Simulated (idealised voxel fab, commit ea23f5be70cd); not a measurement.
process module | voxel spacer lines
cross-section cut | 235 nm wide | cells 5 nm
A cross-section is a grid of square cells, given in bands from the top down. A band is one or more rows of cells.
Each band's line starts with the height of the band's top and of its bottom, in nm. Then come its materials from left to right, each with its width in nm. One material with "throughout" fills the band from edge to edge. "air" is empty space.
Height 0 is the level under which the wafer as received is all one material. The lowest band goes on downwards, as in "0 down".
A width such as "30 to 40" changes by the same amount from each row of cells to the next, from the band's top row to its bottom row.
"no change" after a step means that no cell of the cross-section changed.
closed voids: empty space of 8 cells or more with no open way to the top, each as width x height at its distance from the left edge, in nm
after a step's settings: what the simulator itself notes on the step
overlay nm, on a step with a mask: how far to the right of its planned place the mask lay; to the left if negative
plan
1 op RECEIVE | material Si
2 op CONFORMAL_DEP | material Al2O3 | thk nm 5
3 op DIRECTIONAL_DEP | material W | thk nm 20
4 op DIRECTIONAL_DEP | material polySi | thk nm 30
5 op PATTERN | tone cover | mask id MANDREL | material resist | width nm 20 | pitch nm 60 | thk nm 35 | overlay nm 0
6 op DIRECTIONAL_ETCH | etch materials polySi | depth nm 30
7 op STRIP | etch materials resist
8 op CONFORMAL_DEP | material SiO2 | thk nm 10
9 op DIRECTIONAL_ETCH | etch materials SiO2 | depth nm 10
10 op STRIP | etch materials polySi
11 op DIRECTIONAL_ETCH | etch materials W | depth nm 20
12 op STRIP | etch materials SiO2
13 op FILL_DEP | material SiO2 | thk nm 5
14 op CMP | height nm 25
first wafer, as planned
as received, after step 1
  0 down: Si throughout
  closed voids: none
after step 2
  5 to 0: Al2O3 throughout
  below 0: unchanged
after step 3
  25 to 5: W throughout
  below 5: unchanged
after step 4
  55 to 25: polySi throughout
  below 25: unchanged
after step 5
  90 to 55: air 75 | resist 20 | air 40 | resist 20 | air 80
  below 55: unchanged
after step 6
  90 to 55: air 75 | resist 20 | air 40 | resist 20 | air 80
  55 to 25: air 75 | polySi 20 | air 40 | polySi 20 | air 80
  below 25: unchanged
after step 7
  55 to 25: air 75 | polySi 20 | air 40 | polySi 20 | air 80
  below 25: unchanged
after step 8
  65 to 55: air 65 | SiO2 40 | air 20 | SiO2 40 | air 70
  55 to 35: air 65 | SiO2 10 | polySi 20 | SiO2 10 | air 20 | SiO2 10 | polySi 20 | SiO2 10 | air 70
  35 to 25: SiO2 75 | polySi 20 | SiO2 40 | polySi 20 | SiO2 80
  below 25: unchanged
after step 9
  55 to 25: air 65 | SiO2 10 | polySi 20 | SiO2 10 | air 20 | SiO2 10 | polySi 20 | SiO2 10 | air 70
  below 25: unchanged
after step 10
  55 to 25: air 65 | SiO2 10 | air 20 | SiO2 10 | air 20 | SiO2 10 | air 20 | SiO2 10 | air 70
  below 25: unchanged
after step 11
  55 to 25: air 65 | SiO2 10 | air 20 | SiO2 10 | air 20 | SiO2 10 | air 20 | SiO2 10 | air 70
  25 to 5: air 65 | W 10 | air 20 | W 10 | air 20 | W 10 | air 20 | W 10 | air 70
  below 5: unchanged
after step 12
  25 to 5: air 65 | W 10 | air 20 | W 10 | air 20 | W 10 | air 20 | W 10 | air 70
  below 5: unchanged
after step 13
  30 to 25: SiO2 throughout
  25 to 5: SiO2 65 | W 10 | SiO2 20 | W 10 | SiO2 20 | W 10 | SiO2 20 | W 10 | SiO2 70
  below 5: unchanged
after step 14
  25 to 5: SiO2 65 | W 10 | SiO2 20 | W 10 | SiO2 20 | W 10 | SiO2 20 | W 10 | SiO2 70
  below 5: unchanged
second wafer: like start, like plan, one mistake. Through step 7 it matches the first wafer
when step 8 should have ended
  65 to 55: air 65 | W 40 | air 20 | W 40 | air 70
  55 to 35: air 65 | W 10 | polySi 20 | W 10 | air 20 | W 10 | polySi 20 | W 10 | air 70
  35 to 25: W 75 | polySi 20 | W 40 | polySi 20 | W 80
  below 25: unchanged
when step 9 should have ended: no change
when step 10 should have ended: no change
when step 11 should have ended
  55 to 45: air 75 | polySi 20 | air 40 | polySi 20 | air 80
  45 to 25: air 65 | W 10 | polySi 20 | W 10 | air 20 | W 10 | polySi 20 | W 10 | air 70
  25 to 15: air 65 | W 40 | air 20 | W 40 | air 70
  below 15: unchanged
when step 12 should have ended: no change
when step 13 should have ended
  60 to 55: SiO2 throughout
  55 to 45: SiO2 75 | polySi 20 | SiO2 40 | polySi 20 | SiO2 80
  45 to 25: SiO2 65 | W 10 | polySi 20 | W 10 | SiO2 20 | W 10 | polySi 20 | W 10 | SiO2 70
  25 to 15: SiO2 65 | W 40 | SiO2 20 | W 40 | SiO2 70
  below 15: unchanged
when step 14 should have ended
  25 to 15: SiO2 65 | W 40 | SiO2 20 | W 40 | SiO2 70
  below 15: unchanged
what went wrong: step 8 ran as: op CONFORMAL_DEP | material W | thk nm 10
at the end the second wafer has, in cells: 94 fewer of SiO2 | 94 more of W
